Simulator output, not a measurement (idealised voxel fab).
This section sets out a process module, namely voxel fin reveal.
Square cell edge 5 nm, section width 275 nm, ID cut.
A cross-section in this document is a grid of square cells, and it is written down as bands, the top band listed before the ones below it; a band is made up of one or more rows of cells.
Heights first: top, then bottom, in nm. Then materials, left to right, each with a width in nm. "throughout" on a single material: fills the band edge to edge. "air": empty space.
Height datum 0, below which the as-received substrate wafer is one material. Lowest band open at the bottom, running downward: "0 nm and below".
A two-number width, for instance "30->40", indicates that the width is equal to the first number in the top row of the band and to the second number in the bottom row, and that it changes by a constant amount per row of cells.
Take "all unchanged" at face value: in the step it is given for, the cross-section changed in none of its cells.
"Closed void catalog" means: voids of 8 cells or more that are shut off from the top with no open way through. Written width x height at distance, distance from the left edge, in nm.
On each step's line, the part that comes after the settings is the simulator's own comment on the step.
If you see "overlay nm" on a step's line and that step has a mask, it's telling you how far right of where it was planned the mask ended up; a negative number means it went left instead.

Planned process steps:
| 1 | RECEIVE (material Si) |
| 2 | CONFORMAL_DEP (material SiN; thk nm 10) |
| 3 | MASKED_ETCH (tone cover; mask id FINS; width nm 15; pitch nm 40; etch materials SiN; depth nm 10; overlay nm 0) |
| 4 | MASKED_ETCH (tone cover; mask id FINS; width nm 15; pitch nm 40; etch materials Si; depth nm 30; overlay nm 0) |
| 5 | FILL_DEP (material SiO2; thk nm 15) |
| 6 | CMP (height nm 10) |
| 7 | SELECTIVE_ETCH (etch materials SiO2; depth nm 20) |
| 8 | STRIP (etch materials SiN) |

Cross-section: wafer on arrival = after step 1:
- 0 nm and below  Si throughout
- Closed void catalog: none

The first of two wafers, cross-sectioned at the end of the module, with the run proceeding as planned:
- 0 nm to -10 nm  70 nm air | 15 nm Si | 25 nm air | 15 nm Si | 25 nm air | 15 nm Si | 25 nm air | 15 nm Si | 70 nm air
- -10 nm to -30 nm  70 nm SiO2 | 15 nm Si | 25 nm SiO2 | 15 nm Si | 25 nm SiO2 | 15 nm Si | 25 nm SiO2 | 15 nm Si | 70 nm SiO2
- -30 nm and below  Si throughout
- Closed void catalog: none

End of module, second wafer, cross-section. Started like the first, planned like the first, run with one mistake:
- 10 nm to 0 nm  70 nm air | 15 nm SiN | 25 nm air | 15 nm SiN | 25 nm air | 15 nm SiN | 25 nm air | 15 nm SiN | 70 nm air
- 0 nm to -30 nm  70 nm air | 15 nm Si | 25 nm air | 15 nm Si | 25 nm air | 15 nm Si | 25 nm air | 15 nm Si | 70 nm air
- -30 nm and below  Si throughout
- Closed void catalog: none
Diagnosis: step 8 was processed under conditions differing from the plan, specifically as STRIP (etch materials SiO2)
Final difference in cells, second wafer against first, listed per material as more or fewer: +24 SiN; -172 SiO2
